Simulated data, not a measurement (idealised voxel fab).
process module | voxel ribs on slabs
cross-section cut | 165 nm wide | cells 5 nm
A cross-section is a grid of square cells, given in bands from the top down. A band is one or more rows of cells.
Each band's line starts with the height of the band's top and of its bottom, in nm. Then come its materials from left to right, each with its width in nm. One material with "throughout" fills the band from edge to edge. "air" is empty space.
Height 0 is the level under which the wafer as received is all one material. The lowest band goes on downwards, as in "0 down".
A width such as "30 to 40" changes by the same amount from each row of cells to the next, from the band's top row to its bottom row.
"no change" after a step means that no cell of the cross-section changed.
closed voids: empty space of 8 cells or more with no open way to the top, each as width x height at its distance from the left edge, in nm
after a step's settings: what the simulator itself notes on the step
overlay nm, on a step with a mask: how far to the right of its planned place the mask lay; to the left if negative
Each pair below shows a cross-section before one step and the cross-section after it, down to the lowest band that changed. The line under each pair gives the step between them, with its settings. The pairs can come from different runs of this module on the same starting wafer, so a pair continues from the pair above only where its "before" says so.
before
  0 down: Si throughout
  closed voids: none
after
  30 to 0: SiO2 throughout
  below 0: unchanged
  closed voids: none
the step between: op DIRECTIONAL_DEP | material SiO2 | thk nm 30
before: the cross-section after the pair above
after
  45 to 30: SiN throughout
  below 30: unchanged
  closed voids: none
the step between: op DIRECTIONAL_DEP | material SiN | thk nm 15
before: the cross-section after the pair above
after
  55 to 45: aC throughout
  below 45: unchanged
  closed voids: none
the step between: op DIRECTIONAL_DEP | material aC | thk nm 10
before: the cross-section after the pair above
after
  80 to 55: air 70 | resist 25 | air 70
  below 55: unchanged
  closed voids: none
the step between: op PATTERN | tone cover | mask id RIB | material resist | width nm 25 | thk nm 25 | overlay nm 0
before: the cross-section after the pair above
after
  70 to 55: air 70 | resist 25 | air 70
  55 to 45: air 70 | aC 25 | air 70
  below 45: unchanged
  closed voids: none
the step between: op DIRECTIONAL_ETCH | etch materials aC | depth nm 10
before: the cross-section after the pair above
after
  55 to 45: air 70 | aC 25 | air 70
  below 45: unchanged
  closed voids: none
the step between: op STRIP | etch materials resist
before: the cross-section after the pair above
after
  55 to 45: air 70 | aC 25 | air 70
  45 to 35: air 70 | SiN 25 | air 70
  below 35: unchanged
  closed voids: none
the step between: op DIRECTIONAL_ETCH | etch materials SiN | depth nm 10
before: the cross-section after the pair above
after
  45 to 35: air 70 | SiN 25 | air 70
  below 35: unchanged
  closed voids: none
the step between: op STRIP | etch materials aC
before: the cross-section after the pair above
after
  45 to 35: air 70 | SiN 25 | air 70
  35 to 30: air 55 | SiN 55 | air 55
  below 30: unchanged
  closed voids: none
the step between: op MASKED_ETCH | tone cover | mask id SLAB | width nm 55 | etch materials SiN | depth nm 5 | overlay nm 0
before: the cross-section after the pair above
after
  70 to 45: SiO2 throughout
  45 to 35: SiO2 70 | SiN 25 | SiO2 70
  35 to 30: SiO2 55 | SiN 55 | SiO2 55
  below 30: unchanged
  closed voids: none
the step between: op FILL_DEP | material SiO2 | thk nm 25
before: the cross-section after the pair above
after
  65 to 45: SiO2 throughout
  below 45: unchanged
  closed voids: none
the step between: op CMP | height nm 65
before: the cross-section after the pair above
after
  70 to 65: TiN throughout
  below 65: unchanged
  closed voids: none
the step between: op DIRECTIONAL_DEP | material TiN | thk nm 5
before: the cross-section after the pair above
after
  80 to 70: aC throughout
  below 70: unchanged
  closed voids: none
the step between: op DIRECTIONAL_DEP | material aC | thk nm 10
before: the cross-section after the pair above
after
  110 to 80: air 65 | resist 35 | air 65
  below 80: unchanged
  closed voids: none
the step between: op PATTERN | tone cover | mask id HEATER | material resist | width nm 35 | thk nm 30 | overlay nm 0
before: the cross-section after the pair above
after
  100 to 80: air 65 | resist 35 | air 65
  80 to 70: air 65 | aC 35 | air 65
  below 70: unchanged
  closed voids: none
the step between: op DIRECTIONAL_ETCH | etch materials aC | depth nm 10
before: the cross-section after the pair above
after
  80 to 70: air 65 | aC 35 | air 65
  below 70: unchanged
  closed voids: none
the step between: op STRIP | etch materials resist
before: the cross-section after the pair above
after
  80 to 70: air 65 | aC 35 | air 65
  70 to 65: air 65 | TiN 35 | air 65
  below 65: unchanged
  closed voids: none
the step between: op DIRECTIONAL_ETCH | etch materials TiN | depth nm 5
before: the cross-section after the pair above
after
  70 to 65: air 65 | TiN 35 | air 65
  below 65: unchanged
  closed voids: none
the step between: op STRIP | etch materials aC
before: the cross-section after the pair above
after
  80 to 75: air 55 | SiO2 55 | air 55
  75 to 70: SiO2 throughout
  70 to 65: SiO2 65 | TiN 35 | SiO2 65
  below 65: unchanged
  closed voids: none
the step between: op CONFORMAL_DEP | material SiO2 | thk nm 10
before
  30 to 0: SiO2 throughout
  0 down: Si throughout
  closed voids: none
after
  60 to 0: SiO2 throughout
  below 0: unchanged
  closed voids: none
the step between: op DIRECTIONAL_DEP | material SiO2 | thk nm 30
before: the cross-section after the pair above
after
  75 to 60: SiN throughout
  below 60: unchanged
  closed voids: none
the step between: op DIRECTIONAL_DEP | material SiN | thk nm 15
before: the cross-section after the pair above
after
  85 to 75: aC throughout
  below 75: unchanged
  closed voids: none
the step between: op DIRECTIONAL_DEP | material aC | thk nm 10
before: the cross-section after the pair above
after
  110 to 85: air 70 | resist 25 | air 70
  below 85: unchanged
  closed voids: none
the step between: op PATTERN | tone cover | mask id RIB | material resist | width nm 25 | thk nm 25 | overlay nm 0
before: the cross-section after the pair above
after
  100 to 85: air 70 | resist 25 | air 70
  85 to 75: air 70 | aC 25 | air 70
  below 75: unchanged
  closed voids: none
the step between: op DIRECTIONAL_ETCH | etch materials aC | depth nm 10
before: the cross-section after the pair above
after
  85 to 75: air 70 | aC 25 | air 70
  below 75: unchanged
  closed voids: none
the step between: op STRIP | etch materials resist
before: the cross-section after the pair above
after
  85 to 75: air 70 | aC 25 | air 70
  75 to 65: air 70 | SiN 25 | air 70
  below 65: unchanged
  closed voids: none
the step between: op DIRECTIONAL_ETCH | etch materials SiN | depth nm 10
before: the cross-section after the pair above
after
  75 to 65: air 70 | SiN 25 | air 70
  below 65: unchanged
  closed voids: none
the step between: op STRIP | etch materials aC
before: the cross-section after the pair above
after
  75 to 65: air 70 | SiN 25 | air 70
  65 to 60: air 55 | SiN 55 | air 55
  below 60: unchanged
  closed voids: none
the step between: op MASKED_ETCH | tone cover | mask id SLAB | width nm 55 | etch materials SiN | depth nm 5 | overlay nm 0
before: the cross-section after the pair above
after
  100 to 75: SiO2 throughout
  75 to 65: SiO2 70 | SiN 25 | SiO2 70
  65 to 60: SiO2 55 | SiN 55 | SiO2 55
  below 60: unchanged
  closed voids: none
the step between: op FILL_DEP | material SiO2 | thk nm 25
before: the cross-section after the pair above
after
  65 to 60: SiO2 55 | SiN 55 | SiO2 55
  below 60: unchanged
  closed voids: none
the step between: op CMP | height nm 65
before: the cross-section after the pair above
after
  70 to 65: TiN throughout
  below 65: unchanged
  closed voids: none
the step between: op DIRECTIONAL_DEP | material TiN | thk nm 5
before: the cross-section after the pair above
after
  80 to 70: aC throughout
  below 70: unchanged
  closed voids: none
the step between: op DIRECTIONAL_DEP | material aC | thk nm 10
before: the cross-section after the pair above
after
  110 to 80: air 65 | resist 35 | air 65
  below 80: unchanged
  closed voids: none
the step between: op PATTERN | tone cover | mask id HEATER | material resist | width nm 35 | thk nm 30 | overlay nm 0
before: the cross-section after the pair above
after
  100 to 80: air 65 | resist 35 | air 65
  80 to 70: air 65 | aC 35 | air 65
  below 70: unchanged
  closed voids: none
the step between: op DIRECTIONAL_ETCH | etch materials aC | depth nm 10
before: the cross-section after the pair above
after
  80 to 70: air 65 | aC 35 | air 65
  below 70: unchanged
  closed voids: none
the step between: op STRIP | etch materials resist
before: the cross-section after the pair above
after
  80 to 70: air 65 | aC 35 | air 65
  70 to 65: air 65 | TiN 35 | air 65
  below 65: unchanged
  closed voids: none
the step between: op DIRECTIONAL_ETCH | etch materials TiN | depth nm 5
before: the cross-section after the pair above
after
  70 to 65: air 65 | TiN 35 | air 65
  below 65: unchanged
  closed voids: none
the step between: op STRIP | etch materials aC
before: the cross-section after the pair above
after
  80 to 75: air 55 | SiO2 55 | air 55
  75 to 70: SiO2 throughout
  70 to 65: SiO2 65 | TiN 35 | SiO2 65
  below 65: unchanged
  closed voids: none
the step between: op CONFORMAL_DEP | material SiO2 | thk nm 10
before
  0 down: Si throughout
  closed voids: none
after
  15 to 0: SiN throughout
  below 0: unchanged
  closed voids: none
the step between: op DIRECTIONAL_DEP | material SiN | thk nm 15
before: the cross-section after the pair above
after
  45 to 15: SiO2 throughout
  below 15: unchanged
  closed voids: none
the step between: op DIRECTIONAL_DEP | material SiO2 | thk nm 30
before: the cross-section after the pair above
after
  55 to 45: aC throughout
  below 45: unchanged
  closed voids: none
the step between: op DIRECTIONAL_DEP | material aC | thk nm 10
before: the cross-section after the pair above
after
  80 to 55: air 70 | resist 25 | air 70
  below 55: unchanged
  closed voids: none
the step between: op PATTERN | tone cover | mask id RIB | material resist | width nm 25 | thk nm 25 | overlay nm 0
before: the cross-section after the pair above
after
  70 to 55: air 70 | resist 25 | air 70
  55 to 45: air 70 | aC 25 | air 70
  below 45: unchanged
  closed voids: none
the step between: op DIRECTIONAL_ETCH | etch materials aC | depth nm 10
before: the cross-section after the pair above
after
  55 to 45: air 70 | aC 25 | air 70
  below 45: unchanged
  closed voids: none
the step between: op STRIP | etch materials resist
before: the cross-section after the pair above
after
  45 to 15: SiO2 throughout
  below 15: unchanged
  closed voids: none
the step between: op STRIP | etch materials aC
before: the cross-section after the pair above
after
  70 to 15: SiO2 throughout
  below 15: unchanged
  closed voids: none
the step between: op FILL_DEP | material SiO2 | thk nm 25
before: the cross-section after the pair above
after
  65 to 15: SiO2 throughout
  below 15: unchanged
  closed voids: none
the step between: op CMP | height nm 65
before: the cross-section after the pair above
after
  70 to 65: TiN throughout
  below 65: unchanged
  closed voids: none
the step between: op DIRECTIONAL_DEP | material TiN | thk nm 5
before: the cross-section after the pair above
after
  80 to 70: aC throughout
  below 70: unchanged
  closed voids: none
the step between: op DIRECTIONAL_DEP | material aC | thk nm 10
before: the cross-section after the pair above
after
  110 to 80: air 65 | resist 35 | air 65
  below 80: unchanged
  closed voids: none
the step between: op PATTERN | tone cover | mask id HEATER | material resist | width nm 35 | thk nm 30 | overlay nm 0
before: the cross-section after the pair above
after
  100 to 80: air 65 | resist 35 | air 65
  80 to 70: air 65 | aC 35 | air 65
  below 70: unchanged
  closed voids: none
the step between: op DIRECTIONAL_ETCH | etch materials aC | depth nm 10
before: the cross-section after the pair above
after
  80 to 70: air 65 | aC 35 | air 65
  below 70: unchanged
  closed voids: none
the step between: op STRIP | etch materials resist
before: the cross-section after the pair above
after
  80 to 70: air 65 | aC 35 | air 65
  70 to 65: air 65 | TiN 35 | air 65
  below 65: unchanged
  closed voids: none
the step between: op DIRECTIONAL_ETCH | etch materials TiN | depth nm 5
before: the cross-section after the pair above
after
  70 to 65: air 65 | TiN 35 | air 65
  below 65: unchanged
  closed voids: none
the step between: op STRIP | etch materials aC
before: the cross-section after the pair above
after
  80 to 75: air 55 | SiO2 55 | air 55
  75 to 70: SiO2 throughout
  70 to 65: SiO2 65 | TiN 35 | SiO2 65
  below 65: unchanged
  closed voids: none
the step between: op CONFORMAL_DEP | material SiO2 | thk nm 10
before
  30 to 0: SiO2 throughout
  0 down: Si throughout
  closed voids: none
after
  55 to 30: SiN throughout
  below 30: unchanged
  closed voids: none
the step between: op DIRECTIONAL_DEP | material SiN | thk nm 25
before: the cross-section after the pair above
after
  65 to 55: aC throughout
  below 55: unchanged
  closed voids: none
the step between: op DIRECTIONAL_DEP | material aC | thk nm 10
before: the cross-section after the pair above
after
  90 to 65: air 70 | resist 25 | air 70
  below 65: unchanged
  closed voids: none
the step between: op PATTERN | tone cover | mask id RIB | material resist | width nm 25 | thk nm 25 | overlay nm 0
before: the cross-section after the pair above
after
  80 to 65: air 70 | resist 25 | air 70
  65 to 55: air 70 | aC 25 | air 70
  below 55: unchanged
  closed voids: none
the step between: op DIRECTIONAL_ETCH | etch materials aC | depth nm 10
before: the cross-section after the pair above
after
  65 to 55: air 70 | aC 25 | air 70
  below 55: unchanged
  closed voids: none
the step between: op STRIP | etch materials resist
before: the cross-section after the pair above
after
  65 to 55: air 70 | aC 25 | air 70
  55 to 45: air 70 | SiN 25 | air 70
  below 45: unchanged
  closed voids: none
the step between: op DIRECTIONAL_ETCH | etch materials SiN | depth nm 10
before: the cross-section after the pair above
after
  55 to 45: air 70 | SiN 25 | air 70
  below 45: unchanged
  closed voids: none
the step between: op STRIP | etch materials aC
before: the cross-section after the pair above
after
  55 to 45: air 70 | SiN 25 | air 70
  45 to 40: air 55 | SiN 55 | air 55
  below 40: unchanged
  closed voids: none
the step between: op MASKED_ETCH | tone cover | mask id SLAB | width nm 55 | etch materials SiN | depth nm 5 | overlay nm 0
before: the cross-section after the pair above
after
  80 to 55: SiO2 throughout
  55 to 45: SiO2 70 | SiN 25 | SiO2 70
  45 to 40: SiO2 55 | SiN 55 | SiO2 55
  below 40: unchanged
  closed voids: none
the step between: op FILL_DEP | material SiO2 | thk nm 25
before: the cross-section after the pair above
after
  65 to 55: SiO2 throughout
  below 55: unchanged
  closed voids: none
the step between: op CMP | height nm 65
before: the cross-section after the pair above
after
  70 to 65: TiN throughout
  below 65: unchanged
  closed voids: none
the step between: op DIRECTIONAL_DEP | material TiN | thk nm 5
before: the cross-section after the pair above
after
  80 to 70: aC throughout
  below 70: unchanged
  closed voids: none
the step between: op DIRECTIONAL_DEP | material aC | thk nm 10
before: the cross-section after the pair above
after
  110 to 80: air 65 | resist 35 | air 65
  below 80: unchanged
  closed voids: none
the step between: op PATTERN | tone cover | mask id HEATER | material resist | width nm 35 | thk nm 30 | overlay nm 0
before: the cross-section after the pair above
after
  100 to 80: air 65 | resist 35 | air 65
  80 to 70: air 65 | aC 35 | air 65
  below 70: unchanged
  closed voids: none
the step between: op DIRECTIONAL_ETCH | etch materials aC | depth nm 10
before: the cross-section after the pair above
after
  80 to 70: air 65 | aC 35 | air 65
  below 70: unchanged
  closed voids: none
the step between: op STRIP | etch materials resist
before: the cross-section after the pair above
after
  80 to 70: air 65 | aC 35 | air 65
  70 to 65: air 65 | TiN 35 | air 65
  below 65: unchanged
  closed voids: none
the step between: op DIRECTIONAL_ETCH | etch materials TiN | depth nm 5
before: the cross-section after the pair above
after
  70 to 65: air 65 | TiN 35 | air 65
  below 65: unchanged
  closed voids: none
the step between: op STRIP | etch materials aC
before: the cross-section after the pair above
after
  80 to 75: air 55 | SiO2 55 | air 55
  75 to 70: SiO2 throughout
  70 to 65: SiO2 65 | TiN 35 | SiO2 65
  below 65: unchanged
  closed voids: none
the step between: op CONFORMAL_DEP | material SiO2 | thk nm 10
before
  55 to 45: aC throughout
  45 to 30: SiN throughout
  30 to 0: SiO2 throughout
  0 down: Si throughout
  closed voids: none
after
  80 to 55: air 70 | resist 30 | air 65
  below 55: unchanged
  closed voids: none
the step between: op PATTERN | tone cover | mask id RIB | material resist | width nm 30 | thk nm 25 | overlay nm 0
before: the cross-section after the pair above
after
  70 to 55: air 70 | resist 30 | air 65
  55 to 45: air 70 | aC 30 | air 65
  below 45: unchanged
  closed voids: none
the step between: op DIRECTIONAL_ETCH | etch materials aC | depth nm 10
before: the cross-section after the pair above
after
  55 to 45: air 70 | aC 30 | air 65
  below 45: unchanged
  closed voids: none
the step between: op STRIP | etch materials resist
before: the cross-section after the pair above
after
  55 to 45: air 70 | aC 30 | air 65
  45 to 35: air 70 | SiN 30 | air 65
  below 35: unchanged
  closed voids: none
the step between: op DIRECTIONAL_ETCH | etch materials SiN | depth nm 10
before: the cross-section after the pair above
after
  45 to 35: air 70 | SiN 30 | air 65
  below 35: unchanged
  closed voids: none
the step between: op STRIP | etch materials aC
before: the cross-section after the pair above
after
  45 to 35: air 70 | SiN 30 | air 65
  35 to 30: air 55 | SiN 55 | air 55
  below 30: unchanged
  closed voids: none
the step between: op MASKED_ETCH | tone cover | mask id SLAB | width nm 55 | etch materials SiN | depth nm 5 | overlay nm 0
before: the cross-section after the pair above
after
  70 to 45: SiO2 throughout
  45 to 35: SiO2 70 | SiN 30 | SiO2 65
  35 to 30: SiO2 55 | SiN 55 | SiO2 55
  below 30: unchanged
  closed voids: none
the step between: op FILL_DEP | material SiO2 | thk nm 25
before: the cross-section after the pair above
after
  65 to 45: SiO2 throughout
  below 45: unchanged
  closed voids: none
the step between: op CMP | height nm 65
before: the cross-section after the pair above
after
  70 to 65: TiN throughout
  below 65: unchanged
  closed voids: none
the step between: op DIRECTIONAL_DEP | material TiN | thk nm 5
before: the cross-section after the pair above
after
  80 to 70: aC throughout
  below 70: unchanged
  closed voids: none
the step between: op DIRECTIONAL_DEP | material aC | thk nm 10
before: the cross-section after the pair above
after
  110 to 80: air 65 | resist 35 | air 65
  below 80: unchanged
  closed voids: none
the step between: op PATTERN | tone cover | mask id HEATER | material resist | width nm 35 | thk nm 30 | overlay nm 0
before: the cross-section after the pair above
after
  100 to 80: air 65 | resist 35 | air 65
  80 to 70: air 65 | aC 35 | air 65
  below 70: unchanged
  closed voids: none
the step between: op DIRECTIONAL_ETCH | etch materials aC | depth nm 10
before: the cross-section after the pair above
after
  80 to 70: air 65 | aC 35 | air 65
  below 70: unchanged
  closed voids: none
the step between: op STRIP | etch materials resist
before: the cross-section after the pair above
after
  80 to 70: air 65 | aC 35 | air 65
  70 to 65: air 65 | TiN 35 | air 65
  below 65: unchanged
  closed voids: none
the step between: op DIRECTIONAL_ETCH | etch materials TiN | depth nm 5
before: the cross-section after the pair above
after
  70 to 65: air 65 | TiN 35 | air 65
  below 65: unchanged
  closed voids: none
the step between: op STRIP | etch materials aC
before: the cross-section after the pair above
after
  80 to 75: air 55 | SiO2 55 | air 55
  75 to 70: SiO2 throughout
  70 to 65: SiO2 65 | TiN 35 | SiO2 65
  below 65: unchanged
  closed voids: none
the step between: op CONFORMAL_DEP | material SiO2 | thk nm 10
before
  45 to 35: air 70 | SiN 25 | air 70
  35 to 30: SiN throughout
  30 to 0: SiO2 throughout
  0 down: Si throughout
  closed voids: none
after
  45 to 35: air 70 | SiN 25 | air 70
  35 to 30: air 65 | SiN 55 | air 45
  below 30: unchanged
  closed voids: none
the step between: op MASKED_ETCH | tone cover | mask id SLAB | width nm 55 | etch materials SiN | depth nm 5 | overlay nm 10
before: the cross-section after the pair above
after
  70 to 45: SiO2 throughout
  45 to 35: SiO2 70 | SiN 25 | SiO2 70
  35 to 30: SiO2 65 | SiN 55 | SiO2 45
  below 30: unchanged
  closed voids: none
the step between: op FILL_DEP | material SiO2 | thk nm 25
before: the cross-section after the pair above
after
  65 to 45: SiO2 throughout
  below 45: unchanged
  closed voids: none
the step between: op CMP | height nm 65
before: the cross-section after the pair above
after
  70 to 65: TiN throughout
  below 65: unchanged
  closed voids: none
the step between: op DIRECTIONAL_DEP | material TiN | thk nm 5
before: the cross-section after the pair above
after
  80 to 70: aC throughout
  below 70: unchanged
  closed voids: none
the step between: op DIRECTIONAL_DEP | material aC | thk nm 10
before: the cross-section after the pair above
after
  110 to 80: air 65 | resist 35 | air 65
  below 80: unchanged
  closed voids: none
the step between: op PATTERN | tone cover | mask id HEATER | material resist | width nm 35 | thk nm 30 | overlay nm 0
before: the cross-section after the pair above
after
  100 to 80: air 65 | resist 35 | air 65
  80 to 70: air 65 | aC 35 | air 65
  below 70: unchanged
  closed voids: none
the step between: op DIRECTIONAL_ETCH | etch materials aC | depth nm 10
before: the cross-section after the pair above
after
  80 to 70: air 65 | aC 35 | air 65
  below 70: unchanged
  closed voids: none
the step between: op STRIP | etch materials resist
before: the cross-section after the pair above
after
  80 to 70: air 65 | aC 35 | air 65
  70 to 65: air 65 | TiN 35 | air 65
  below 65: unchanged
  closed voids: none
the step between: op DIRECTIONAL_ETCH | etch materials TiN | depth nm 5
before: the cross-section after the pair above
after
  70 to 65: air 65 | TiN 35 | air 65
  below 65: unchanged
  closed voids: none
the step between: op STRIP | etch materials aC
before: the cross-section after the pair above
after
  80 to 75: air 55 | SiO2 55 | air 55
  75 to 70: SiO2 throughout
  70 to 65: SiO2 65 | TiN 35 | SiO2 65
  below 65: unchanged
  closed voids: none
the step between: op CONFORMAL_DEP | material SiO2 | thk nm 10
before
  45 to 35: air 70 | SiN 25 | air 70
  35 to 30: air 55 | SiN 55 | air 55
  30 to 0: SiO2 throughout
  0 down: Si throughout
  closed voids: none
after
  70 to 45: TiN throughout
  45 to 35: TiN 70 | SiN 25 | TiN 70
  35 to 30: TiN 55 | SiN 55 | TiN 55
  below 30: unchanged
  closed voids: none
the step between: op FILL_DEP | material TiN | thk nm 25
before: the cross-section after the pair above
after
  65 to 45: TiN throughout
  below 45: unchanged
  closed voids: none
the step between: op CMP | height nm 65
before: the cross-section after the pair above
after
  70 to 45: TiN throughout
  below 45: unchanged
  closed voids: none
the step between: op DIRECTIONAL_DEP | material TiN | thk nm 5
before: the cross-section after the pair above
after
  80 to 70: aC throughout
  below 70: unchanged
  closed voids: none
the step between: op DIRECTIONAL_DEP | material aC | thk nm 10
before: the cross-section after the pair above
after
  110 to 80: air 65 | resist 35 | air 65
  below 80: unchanged
  closed voids: none
the step between: op PATTERN | tone cover | mask id HEATER | material resist | width nm 35 | thk nm 30 | overlay nm 0
before: the cross-section after the pair above
after
  100 to 80: air 65 | resist 35 | air 65
  80 to 70: air 65 | aC 35 | air 65
  below 70: unchanged
  closed voids: none
the step between: op DIRECTIONAL_ETCH | etch materials aC | depth nm 10
before: the cross-section after the pair above
after
  80 to 70: air 65 | aC 35 | air 65
  below 70: unchanged
  closed voids: none
the step between: op STRIP | etch materials resist
before: the cross-section after the pair above
after
  80 to 70: air 65 | aC 35 | air 65
  70 to 65: air 65 | TiN 35 | air 65
  below 65: unchanged
  closed voids: none
the step between: op DIRECTIONAL_ETCH | etch materials TiN | depth nm 5
before: the cross-section after the pair above
after
  70 to 65: air 65 | TiN 35 | air 65
  below 65: unchanged
  closed voids: none
the step between: op STRIP | etch materials aC
before: the cross-section after the pair above
after
  80 to 75: air 55 | SiO2 55 | air 55
  75 to 70: SiO2 throughout
  70 to 65: SiO2 65 | TiN 35 | SiO2 65
  below 65: unchanged
  closed voids: none
the step between: op CONFORMAL_DEP | material SiO2 | thk nm 10
before
  55 to 45: aC throughout
  45 to 30: SiN throughout
  30 to 0: SiO2 throughout
  0 down: Si throughout
  closed voids: none
after
  80 to 55: resist 70 | air 25 | resist 70
  below 55: unchanged
  closed voids: none
the step between: op PATTERN | tone open | mask id RIB | material resist | width nm 25 | thk nm 25 | overlay nm 0
before: the cross-section after the pair above
after
  70 to 55: resist 70 | air 25 | resist 70
  55 to 45: aC 70 | air 25 | aC 70
  below 45: unchanged
  closed voids: none
the step between: op DIRECTIONAL_ETCH | etch materials aC | depth nm 10
before: the cross-section after the pair above
after
  55 to 45: aC 70 | air 25 | aC 70
  below 45: unchanged
  closed voids: none
the step between: op STRIP | etch materials resist
before: the cross-section after the pair above
after
  55 to 45: aC 70 | air 25 | aC 70
  45 to 35: SiN 70 | air 25 | SiN 70
  below 35: unchanged
  closed voids: none
the step between: op DIRECTIONAL_ETCH | etch materials SiN | depth nm 10
before: the cross-section after the pair above
after
  45 to 35: SiN 70 | air 25 | SiN 70
  below 35: unchanged
  closed voids: none
the step between: op STRIP | etch materials aC
before: the cross-section after the pair above
after
  45 to 40: air 55 | SiN 15 | air 25 | SiN 15 | air 55
  below 40: unchanged
  closed voids: none
the step between: op MASKED_ETCH | tone cover | mask id SLAB | width nm 55 | etch materials SiN | depth nm 5 | overlay nm 0
before: the cross-section after the pair above
after
  70 to 45: SiO2 throughout
  45 to 40: SiO2 55 | SiN 15 | SiO2 25 | SiN 15 | SiO2 55
  40 to 35: SiN 70 | SiO2 25 | SiN 70
  below 35: unchanged
  closed voids: none
the step between: op FILL_DEP | material SiO2 | thk nm 25
before: the cross-section after the pair above
after
  65 to 45: SiO2 throughout
  below 45: unchanged
  closed voids: none
the step between: op CMP | height nm 65
before: the cross-section after the pair above
after
  70 to 65: TiN throughout
  below 65: unchanged
  closed voids: none
the step between: op DIRECTIONAL_DEP | material TiN | thk nm 5
before: the cross-section after the pair above
after
  80 to 70: aC throughout
  below 70: unchanged
  closed voids: none
the step between: op DIRECTIONAL_DEP | material aC | thk nm 10
before: the cross-section after the pair above
after
  110 to 80: air 65 | resist 35 | air 65
  below 80: unchanged
  closed voids: none
the step between: op PATTERN | tone cover | mask id HEATER | material resist | width nm 35 | thk nm 30 | overlay nm 0
before: the cross-section after the pair above
after
  100 to 80: air 65 | resist 35 | air 65
  80 to 70: air 65 | aC 35 | air 65
  below 70: unchanged
  closed voids: none
the step between: op DIRECTIONAL_ETCH | etch materials aC | depth nm 10
before: the cross-section after the pair above
after
  80 to 70: air 65 | aC 35 | air 65
  below 70: unchanged
  closed voids: none
the step between: op STRIP | etch materials resist
before: the cross-section after the pair above
after
  80 to 70: air 65 | aC 35 | air 65
  70 to 65: air 65 | TiN 35 | air 65
  below 65: unchanged
  closed voids: none
the step between: op DIRECTIONAL_ETCH | etch materials TiN | depth nm 5
before: the cross-section after the pair above
after
  70 to 65: air 65 | TiN 35 | air 65
  below 65: unchanged
  closed voids: none
the step between: op STRIP | etch materials aC
before: the cross-section after the pair above
after
  80 to 75: air 55 | SiO2 55 | air 55
  75 to 70: SiO2 throughout
  70 to 65: SiO2 65 | TiN 35 | SiO2 65
  below 65: unchanged
  closed voids: none
the step between: op CONFORMAL_DEP | material SiO2 | thk nm 10
